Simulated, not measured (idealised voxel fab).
Proc. module: voxel wiring stack
Section cut is 225 nm wide and gridded with 5 nm square cells.
Just so we're on the same page, the cross-sections are grids of square cells, and they're listed out in bands top to bottom, each band one or more rows deep. This entry defines a band. It first specifies the height of the band's top and the height of its bottom in nm, and then specifies the band's materials from left to right, stating each material with its width in nm. The word "all across" identifies a single material that fills the band from edge to edge, while the word "blank" identifies empty space. Height is counted from the level 0, under which the received wafer is composed throughout of one material. The lowest of the bands is not closed at the bottom but continues downward, in the notation "0 and below". The expression "30 to 40" gives the width at the extremes of the band, the first number at its top row of cells and the second at its bottom row, with the width changing by equal amounts from each row to the next in between. "nothing altered", as given for a step, is the statement that not any cell of the cross-section underwent a change during that step. Each empty space that has no open way to the top and spans at least 8 cells appears under "Closed voids list" as width x height at distance, the distance counted from the left edge, all in nm. Text after the settings on a step's line: the simulator's own remark on that step. On any step carrying a mask, the "overlay nm" setting, if present on the step's line, tells how far right of its planned place the mask lay; negative values point to the left.
### Process steps foreseen in the plan
| 1 | RECEIVE | material Si |
| 2 | CONFORMAL_DEP | material SiO2 | thk nm 10 |
| 3 | CONFORMAL_DEP | material SiN | thk nm 5 |
| 4 | DIRECTIONAL_DEP | material SiO2 | thk nm 20 |
| 5 | DIRECTIONAL_DEP | material aC | thk nm 10 |
| 6 | PATTERN | tone open | mask id METAL_1 | material resist | width nm 30 | pitch nm 55 | thk nm 25 | overlay nm 0 |
| 7 | DIRECTIONAL_ETCH | etch materials aC | depth nm 10 |
| 8 | STRIP | etch materials resist |
| 9 | DIRECTIONAL_ETCH | etch materials SiO2 | depth nm 20 |
| 10 | DIRECTIONAL_ETCH | etch materials SiN | depth nm 5 |
| 11 | STRIP | etch materials aC |
| 12 | CONFORMAL_DEP | material TiN | thk nm 5 |
| 13 | FILL_DEP | material Cu | thk nm 5 |
| 14 | CMP | height nm 35 |
| 15 | CONFORMAL_DEP | material SiCN | thk nm 5 |
| 16 | DIRECTIONAL_DEP | material lowk | thk nm 10 |
| 17 | DIRECTIONAL_DEP | material aC | thk nm 10 |
| 18 | PATTERN | tone open | mask id PLUG_1 | material resist | width nm 15 | thk nm 30 | overlay nm 0 |
| 19 | DIRECTIONAL_ETCH | etch materials aC | depth nm 10 |
| 20 | STRIP | etch materials resist |
| 21 | DIRECTIONAL_ETCH | etch materials lowk | depth nm 10 |
| 22 | DIRECTIONAL_ETCH | etch materials SiCN | depth nm 5 |
| 23 | STRIP | etch materials aC |
| 24 | EPI | material Ru | thk nm 10 |
| 25 | EPI | material Ru | thk nm 5 |
| 26 | CONFORMAL_DEP | material SiN | thk nm 5 |
| 27 | DIRECTIONAL_DEP | material lowk | thk nm 15 |
| 28 | DIRECTIONAL_DEP | material aC | thk nm 15 |
| 29 | PATTERN | tone open | mask id METAL_2 | material resist | width nm 30 | pitch nm 55 | thk nm 30 | overlay nm 0 |
| 30 | DIRECTIONAL_ETCH | etch materials aC | depth nm 15 |
| 31 | STRIP | etch materials resist |
| 32 | DIRECTIONAL_ETCH | etch materials lowk | depth nm 15 |
| 33 | DIRECTIONAL_ETCH | etch materials SiN | depth nm 5 |
| 34 | STRIP | etch materials aC |
| 35 | CONFORMAL_DEP | material TiN | thk nm 5 |
| 36 | FILL_DEP | material Ru | thk nm 10 |
| 37 | CMP | height nm 70 |
| 38 | CONFORMAL_DEP | material SiCN | thk nm 5 |
| 39 | DIRECTIONAL_DEP | material SiO2 | thk nm 30 |
| 40 | PATTERN | tone open | mask id METAL_3_HOLES | material resist | width nm 15 | thk nm 20 | overlay nm 0 |
| 41 | DIRECTIONAL_ETCH | etch materials SiO2 | depth nm 30 |
| 42 | STRIP | etch materials resist |
| 43 | MASKED_ETCH | tone open | mask id METAL_3 | width nm 30 | pitch nm 55 | etch materials SiO2 | depth nm 15 | overlay nm 0 |
| 44 | MASKED_ETCH | tone open | mask id METAL_3 | width nm 30 | pitch nm 55 | etch materials SiCN | depth nm 5 | overlay nm 0 |
| 45 | CONFORMAL_DEP | material TiN | thk nm 5 |
| 46 | FILL_DEP | material Ru | thk nm 10 |
| 47 | CMP | height nm 105 |
| 48 | CONFORMAL_DEP | material SiCN | thk nm 5 |
### As-received wafer cross-section (after step 1)
	0 and below = Si all across
	Closed voids list: none
### Here's the cross-section of the first of our two wafers at the end of the module - it ran as planned
	110 down to 105 = SiCN all across
	105 down to 95 = SiO2 70, TiN 5, Ru 20, TiN 5, SiO2 25, TiN 5, Ru 20, TiN 5, SiO2 70
	95 down to 90 = SiO2 70, TiN 5, Ru 5, TiN 20, SiO2 25, TiN 30, SiO2 70
	90 down to 75 = SiO2 70, TiN 5, Ru 5, TiN 5, SiO2 140
	75 down to 70 = SiCN 70, TiN 15, SiCN 140
	70 down to 55 = lowk 70, TiN 5, Ru 20, TiN 5, lowk 25, TiN 5, Ru 20, TiN 5, lowk 70
	55 down to 50 = SiN 70, TiN 30, SiN 25, TiN 30, SiN 70
	50 down to 40 = lowk 70, Ru 15, lowk 140
	40 down to 35 = SiCN 70, Ru 15, SiCN 140
	35 down to 15 = SiO2 70, TiN 5, Cu 20, TiN 5, SiO2 25, TiN 5, Cu 20, TiN 5, SiO2 70
	15 down to 10 = SiN 70, TiN 30, SiN 25, TiN 30, SiN 70
	10 down to 0 = SiO2 all across
	0 and below = Si all across
	Closed voids list: none
### Wafer two cross-section, module end. Start and plan unchanged from wafer one; one mistake made during the run
	110 down to 105 = SiCN all across
	105 down to 75 = SiO2 70, TiN 5, Ru 20, TiN 5, SiO2 25, TiN 5, Ru 20, TiN 5, SiO2 70
	75 down to 70 = SiCN 70, TiN 30, SiCN 25, TiN 30, SiCN 70
	70 down to 55 = lowk 70, TiN 5, Ru 20, TiN 5, lowk 25, TiN 5, Ru 20, TiN 5, lowk 70
	55 down to 50 = SiN 70, TiN 30, SiN 25, TiN 30, SiN 70
	50 down to 40 = lowk 70, Ru 15, lowk 140
	40 down to 35 = SiCN 70, Ru 15, SiCN 140
	35 down to 15 = SiO2 70, TiN 5, Cu 20, TiN 5, SiO2 25, TiN 5, Cu 20, TiN 5, SiO2 70
	15 down to 10 = SiN 70, TiN 30, SiN 25, TiN 30, SiN 70
	10 down to 0 = SiO2 all across
	0 and below = Si all across
	Closed voids list: none
Which mistake was made when the wafer was run? execution of plan step 43 occurred twice
Per the end-of-run cell counts, the second wafer holds more or fewer of some materials than the first: 28 more of Ru | 9 fewer of SiCN | 27 fewer of SiO2 | 8 more of TiN
